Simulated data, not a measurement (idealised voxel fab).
The document below concerns the process module designated voxel self aligned contacts.
cross-section cut | 170 nm wide | cells 5 nm
How to read a cross-section here: the picture is a grid of square cells, written as bands going from the top down, and any band can span one or more rows of cells. Read a band's entry like this: the first values are the height of its top and the height of its bottom in nm, and what follows is the sequence of materials from left to right, each with its width in nm. Note that "empty" is empty space, and that a single material marked "full width" reaches across the band from edge to edge. Height datum 0, below which the as-received substrate wafer is one material. Lowest band open at the bottom, running downward: "0 and below". Note: "30..40" means the width goes from the first number (top row of the band) to the second number (bottom row) in equal steps per row of cells. Take "nothing was modified" at face value: in the step it is given for, the cross-section changed in none of its cells. Each empty space that has no open way to the top and spans at least 8 cells appears under "Tabulated closed voids" as width x height at distance, the distance counted from the left edge, all in nm. It should be noted that, on the line of a given step, the content following the step's settings is a remark produced by the simulator itself with respect to that step. What "overlay nm" on a step's line means: if the step has a mask, that mask lay this far to the right of its planned place, or, when the value is negative, to the left.
### Set out below are the planned steps of the process
1) RECEIVE (material Si)
2) CONFORMAL_DEP (material SiO2; thk nm 5)
3) DIRECTIONAL_DEP (material polySi; thk nm 30)
4) DIRECTIONAL_DEP (material SiN; thk nm 15)
5) DIRECTIONAL_DEP (material aC; thk nm 10)
6) PATTERN (tone cover; mask id GATE; material resist; width nm 25; pitch nm 55; thk nm 30; overlay nm 0)
7) DIRECTIONAL_ETCH (etch materials aC; depth nm 10)
8) STRIP (etch materials resist)
9) DIRECTIONAL_ETCH (etch materials SiN; depth nm 15)
10) DIRECTIONAL_ETCH (etch materials polySi; depth nm 30)
11) STRIP (etch materials aC)
12) CONFORMAL_DEP (material SiN; thk nm 5)
13) DIRECTIONAL_ETCH (etch materials SiN; depth nm 5)
14) FILL_DEP (material SiO2; thk nm 20)
15) CMP (height nm 60)
16) MASKED_ETCH (tone open; mask id CONTACT; width nm 40; pitch nm 55; etch materials SiO2; depth nm 60; overlay nm -15)
17) CONFORMAL_DEP (material TiN; thk nm 5)
18) FILL_DEP (material W; thk nm 10)
19) CMP (height nm 60)
20) CONFORMAL_DEP (material SiCN; thk nm 5)
Don't read the plan's overlay nm for step 16 as applying to every wafer: that's the first wafer's value, and the wafers differ in it, though they all start identical.
### First of several wafers (as received, post step 1), cross-sectional view
0 and below: Si full width
Tabulated closed voids: none
### Depicted here is the first of several wafers in cross-section, at module completion following the last step, step 20
65 down to 60: SiCN full width
60 down to 50: SiO2 (20) / TiN (5..30) / W (30..5) / TiN (5) / SiO2 (15) / TiN (5..30) / W (30..5) / TiN (5) / SiO2 (55)
50 down to 35: SiO2 (10) / SiN (35) / TiN (5) / W (5) / TiN (5) / SiO2 (5) / SiN (35) / TiN (5) / W (5) / TiN (5) / SiO2 (5) / SiN (35) / SiO2 (15)
35 down to 5: SiO2 (10) / SiN (5) / polySi (25) / SiN (5) / TiN (5) / W (5) / TiN (5) / SiO2 (5) / SiN (5) / polySi (25) / SiN (5) / TiN (5) / W (5) / TiN (5) / SiO2 (5) / SiN (5) / polySi (25) / SiN (5) / SiO2 (15)
5 down to 0: SiO2 (45) / TiN (15) / SiO2 (40) / TiN (15) / SiO2 (55)
0 and below: Si full width
Tabulated closed voids: none
### Cross-sectional depiction of the last of several wafers upon completion of the module
65 down to 60: SiCN full width
60 down to 50: SiO2 (50) / TiN (5) / W (30..5) / TiN (5..30) / SiO2 (15) / TiN (5) / W (30..5) / TiN (5..30) / SiO2 (25)
50 down to 35: SiO2 (10) / SiN (35) / SiO2 (5) / TiN (5) / W (5) / TiN (5) / SiN (35) / SiO2 (5) / TiN (5) / W (5) / TiN (5) / SiN (35) / SiO2 (15)
35 down to 5: SiO2 (10) / SiN (5) / polySi (25) / SiN (5) / SiO2 (5) / TiN (5) / W (5) / TiN (5) / SiN (5) / polySi (25) / SiN (5) / SiO2 (5) / TiN (5) / W (5) / TiN (5) / SiN (5) / polySi (25) / SiN (5) / SiO2 (15)
5 down to 0: SiO2 (50) / TiN (15) / SiO2 (40) / TiN (15) / SiO2 (50)
0 and below: Si full width
Tabulated closed voids: none
### Basically each wafer gets a line in the table, showing it at the end of the module: material by material, the cells it gained (+) or lost (-) since we got it, then its closed voids
overlay nm -15, +34 SiCN, +99 SiN, +127 SiO2, +60 TiN, +32 W, +90 polySi, Tabulated closed voids: none
overlay nm -10, +34 SiCN, +99 SiN, +107 SiO2, +60 TiN, +52 W, +90 polySi, Tabulated closed voids: none
overlay nm -5, +34 SiCN, +99 SiN, +107 SiO2, +60 TiN, +52 W, +90 polySi, Tabulated closed voids: none
overlay nm 0, +34 SiCN, +99 SiN, +107 SiO2, +60 TiN, +52 W, +90 polySi, Tabulated closed voids: none
overlay nm 5, +34 SiCN, +99 SiN, +107 SiO2, +60 TiN, +52 W, +90 polySi, Tabulated closed voids: none
overlay nm 10, +34 SiCN, +99 SiN, +107 SiO2, +60 TiN, +52 W, +90 polySi, Tabulated closed voids: none
overlay nm 15, +34 SiCN, +99 SiN, +127 SiO2, +60 TiN, +32 W, +90 polySi, Tabulated closed voids: none
